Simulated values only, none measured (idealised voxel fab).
Process module heading - voxel wiring stack
Cross-section cut: width 220 nm, square cells of 5 nm.
A cross-section in this document is a grid of square cells, and it is written down as bands, the top band listed before the ones below it; a band is made up of one or more rows of cells.
In this notation a band is specified by the heights of its top and bottom, in that order and in nm, after which its materials appear from left to right, each paired with its width in nm. The word "everywhere" attached to a single material means that material fills the band from edge to edge; the word "air" stands for empty space.
For the purposes of this specification, 0 denotes the height below which the wafer in its as-received condition is composed wholly of one material, and the lowermost band, lacking a lower limit, extends downward without end, as expressed in "0 down".
The expression "30->40" gives the width at the extremes of the band, the first number at its top row of cells and the second at its bottom row, with the width changing by equal amounts from each row to the next in between.
Any step labelled "remained the same" changed none of the cells in the cross-section.
Fully sealed voids: empty space of 8 cells or more with no open way to the top, each as width x height at its distance from the left edge, in nm
What comes after the settings on a step's line is commentary from the simulator itself on that step.
The line of a step may include "overlay nm". On a step with a mask, this value is how far to the right of its planned place the mask lay. A negative value means the mask lay to the left.
INTENDED PROCESS STEPS
| 1 | RECEIVE (material Si) |
| 2 | CONFORMAL_DEP (material SiO2; thk nm 15) |
| 3 | CONFORMAL_DEP (material SiN; thk nm 5) |
| 4 | DIRECTIONAL_DEP (material SiO2; thk nm 25) |
| 5 | MASKED_ETCH (tone open; mask id METAL_1; width nm 25; pitch nm 45; etch materials SiO2; depth nm 25; overlay nm 0) |
| 6 | MASKED_ETCH (tone open; mask id METAL_1; width nm 25; pitch nm 45; etch materials SiN; depth nm 5; overlay nm 0) |
| 7 | CONFORMAL_DEP (material TiN; thk nm 5) |
| 8 | FILL_DEP (material Cu; thk nm 10) |
| 9 | CMP (height nm 45) |
| 10 | CONFORMAL_DEP (material SiCN; thk nm 5) |
| 11 | DIRECTIONAL_DEP (material SiO2; thk nm 15) |
| 12 | MASKED_ETCH (tone open; mask id PLUG_1; width nm 15; pitch nm 45; etch materials SiO2; depth nm 15; overlay nm 0) |
| 13 | MASKED_ETCH (tone open; mask id PLUG_1; width nm 15; pitch nm 45; etch materials SiCN; depth nm 5; overlay nm 0) |
| 14 | EPI (material Ru; thk nm 10) |
| 15 | EPI (material Ru; thk nm 10) |
| 16 | CONFORMAL_DEP (material SiN; thk nm 5) |
| 17 | DIRECTIONAL_DEP (material lowk; thk nm 20) |
| 18 | PATTERN (tone open; mask id METAL_2; material resist; width nm 25; pitch nm 45; thk nm 20; overlay nm 0) |
| 19 | DIRECTIONAL_ETCH (etch materials lowk; depth nm 20) |
| 20 | DIRECTIONAL_ETCH (etch materials SiN; depth nm 5) |
| 21 | STRIP (etch materials resist) |
| 22 | CONFORMAL_DEP (material TiN; thk nm 5) |
| 23 | FILL_DEP (material Cu; thk nm 10) |
| 24 | CMP (height nm 90) |
| 25 | CONFORMAL_DEP (material SiCN; thk nm 5) |
| 26 | DIRECTIONAL_DEP (material SiO2; thk nm 30) |
| 27 | MASKED_ETCH (tone open; mask id METAL_3_HOLES; width nm 15; pitch nm 45; etch materials SiO2; depth nm 30; overlay nm 0) |
| 28 | MASKED_ETCH (tone open; mask id METAL_3; width nm 25; pitch nm 45; etch materials SiO2; depth nm 20; overlay nm 0) |
| 29 | MASKED_ETCH (tone open; mask id METAL_3; width nm 25; pitch nm 45; etch materials SiCN; depth nm 5; overlay nm 0) |
| 30 | CONFORMAL_DEP (material TiN; thk nm 5) |
| 31 | FILL_DEP (material Cu; thk nm 10) |
| 32 | CMP (height nm 125) |
| 33 | CONFORMAL_DEP (material SiCN; thk nm 5) |
| 34 | DIRECTIONAL_DEP (material lowk; thk nm 25) |
| 35 | MASKED_ETCH (tone open; mask id METAL_4_HOLES; width nm 15; pitch nm 90; etch materials lowk; depth nm 25; overlay nm 0) |
| 36 | PATTERN (tone open; mask id METAL_4; material resist; width nm 25; pitch nm 45; thk nm 20; overlay nm 0) |
| 37 | DIRECTIONAL_ETCH (etch materials lowk; depth nm 15) |
| 38 | DIRECTIONAL_ETCH (etch materials SiCN; depth nm 5) |
| 39 | STRIP (etch materials resist) |
| 40 | CONFORMAL_DEP (material TiN; thk nm 5) |
| 41 | FILL_DEP (material Cu; thk nm 10) |
| 42 | CMP (height nm 155) |
| 43 | CONFORMAL_DEP (material SiCN; thk nm 5) |
AS RECEIVED, AFTER STEP 1
    0 down | Si everywhere
    Fully sealed voids: none
RUN AS PLANNED - FIRST OF THE TWO WAFERS CROSS-SECTIONED AT THE END OF THE MODULE
    160 to 155 | SiCN everywhere
    155 to 145 | 50 of lowk, 5 of TiN, 15 of Cu, 5 of TiN, 20 of lowk, 5 of TiN, 15 of Cu, 5 of TiN, 20 of lowk, 5 of TiN, 15 of Cu, 5 of TiN, 55 of lowk
    145 to 140 | 50 of lowk, 5 of TiN, 5 of Cu, 15 of TiN, 20 of lowk, 25 of TiN, 20 of lowk, 5 of TiN, 5 of Cu, 15 of TiN, 55 of lowk
    140 to 130 | 50 of lowk, 5 of TiN, 5 of Cu, 5 of TiN, 75 of lowk, 5 of TiN, 5 of Cu, 5 of TiN, 65 of lowk
    130 to 125 | 50 of SiCN, 15 of TiN, 75 of SiCN, 15 of TiN, 65 of SiCN
    125 to 110 | 50 of SiO2, 5 of TiN, 15 of Cu, 5 of TiN, 20 of SiO2, 5 of TiN, 15 of Cu, 5 of TiN, 20 of SiO2, 5 of TiN, 15 of Cu, 5 of TiN, 55 of SiO2
    110 to 105 | 50 of SiO2, 5 of TiN, 5 of Cu, 15 of TiN, 20 of SiO2, 5 of TiN, 5 of Cu, 15 of TiN, 20 of SiO2, 5 of TiN, 5 of Cu, 15 of TiN, 55 of SiO2
    105 to 95 | 50 of SiO2, 5 of TiN, 5 of Cu, 5 of TiN, 30 of SiO2, 5 of TiN, 5 of Cu, 5 of TiN, 30 of SiO2, 5 of TiN, 5 of Cu, 5 of TiN, 65 of SiO2
    95 to 90 | 50 of SiCN, 15 of TiN, 30 of SiCN, 15 of TiN, 30 of SiCN, 15 of TiN, 65 of SiCN
    90 to 70 | 50 of lowk, 5 of TiN, 15 of Cu, 5 of TiN, 20 of lowk, 5 of TiN, 15 of Cu, 5 of TiN, 20 of lowk, 5 of TiN, 15 of Cu, 5 of TiN, 55 of lowk
    70 to 65 | 50 of SiN, 25 of TiN, 20 of SiN, 25 of TiN, 20 of SiN, 25 of TiN, 55 of SiN
    65 to 50 | 50 of SiO2, 15 of Ru, 30 of SiO2, 15 of Ru, 30 of SiO2, 15 of Ru, 65 of SiO2
    50 to 45 | 50 of SiCN, 15 of Ru, 30 of SiCN, 15 of Ru, 30 of SiCN, 15 of Ru, 65 of SiCN
    45 to 20 | 50 of SiO2, 5 of TiN, 15 of Cu, 5 of TiN, 20 of SiO2, 5 of TiN, 15 of Cu, 5 of TiN, 20 of SiO2, 5 of TiN, 15 of Cu, 5 of TiN, 55 of SiO2
    20 to 15 | 50 of SiN, 25 of TiN, 20 of SiN, 25 of TiN, 20 of SiN, 25 of TiN, 55 of SiN
    15 to 0 | SiO2 everywhere
    0 down | Si everywhere
    Fully sealed voids: none
WAFER TWO, END OF MODULE, CROSS-SECTION. SAME START, SAME PLAN AS WAFER ONE. ONE MISTAKE IN THE RUN
    160 to 155 | SiCN everywhere
    155 to 145 | 50 of lowk, 5 of TiN, 15 of Cu, 5 of TiN, 20 of lowk, 5 of TiN, 15 of Cu, 5 of TiN, 20 of lowk, 5 of TiN, 15 of Cu, 5 of TiN, 55 of lowk
    145 to 140 | 50 of lowk, 5 of TiN, 5 of Cu, 15 of TiN, 20 of lowk, 25 of TiN, 20 of lowk, 5 of TiN, 5 of Cu, 15 of TiN, 55 of lowk
    140 to 130 | 50 of lowk, 5 of TiN, 5 of Cu, 5 of TiN, 75 of lowk, 5 of TiN, 5 of Cu, 5 of TiN, 65 of lowk
    130 to 125 | 50 of SiCN, 15 of TiN, 75 of SiCN, 15 of TiN, 65 of SiCN
    125 to 120 | 50 of SiCN, 25 of TiN, 20 of SiCN, 25 of TiN, 20 of SiCN, 25 of TiN, 55 of SiCN
    120 to 90 | SiO2 everywhere
    90 to 70 | 50 of lowk, 5 of TiN, 15 of Cu, 5 of TiN, 20 of lowk, 5 of TiN, 15 of Cu, 5 of TiN, 20 of lowk, 5 of TiN, 15 of Cu, 5 of TiN, 55 of lowk
    70 to 65 | 50 of SiN, 25 of TiN, 20 of SiN, 25 of TiN, 20 of SiN, 25 of TiN, 55 of SiN
    65 to 50 | 50 of SiO2, 15 of Ru, 30 of SiO2, 15 of Ru, 30 of SiO2, 15 of Ru, 65 of SiO2
    50 to 45 | 50 of SiCN, 15 of Ru, 30 of SiCN, 15 of Ru, 30 of SiCN, 15 of Ru, 65 of SiCN
    45 to 20 | 50 of SiO2, 5 of TiN, 15 of Cu, 5 of TiN, 20 of SiO2, 5 of TiN, 15 of Cu, 5 of TiN, 20 of SiO2, 5 of TiN, 15 of Cu, 5 of TiN, 55 of SiO2
    20 to 15 | 50 of SiN, 25 of TiN, 20 of SiN, 25 of TiN, 20 of SiN, 25 of TiN, 55 of SiN
    15 to 0 | SiO2 everywhere
    0 down | Si everywhere
    Fully sealed voids: none
Nonconformance to the process plan: steps 25 and 26 were swapped
FYI, end of process, the second wafer has more or fewer cells of some materials than the first: Cu: 36 fewer; SiCN: 6 fewer; SiO2: 78 more; TiN: 36 fewer
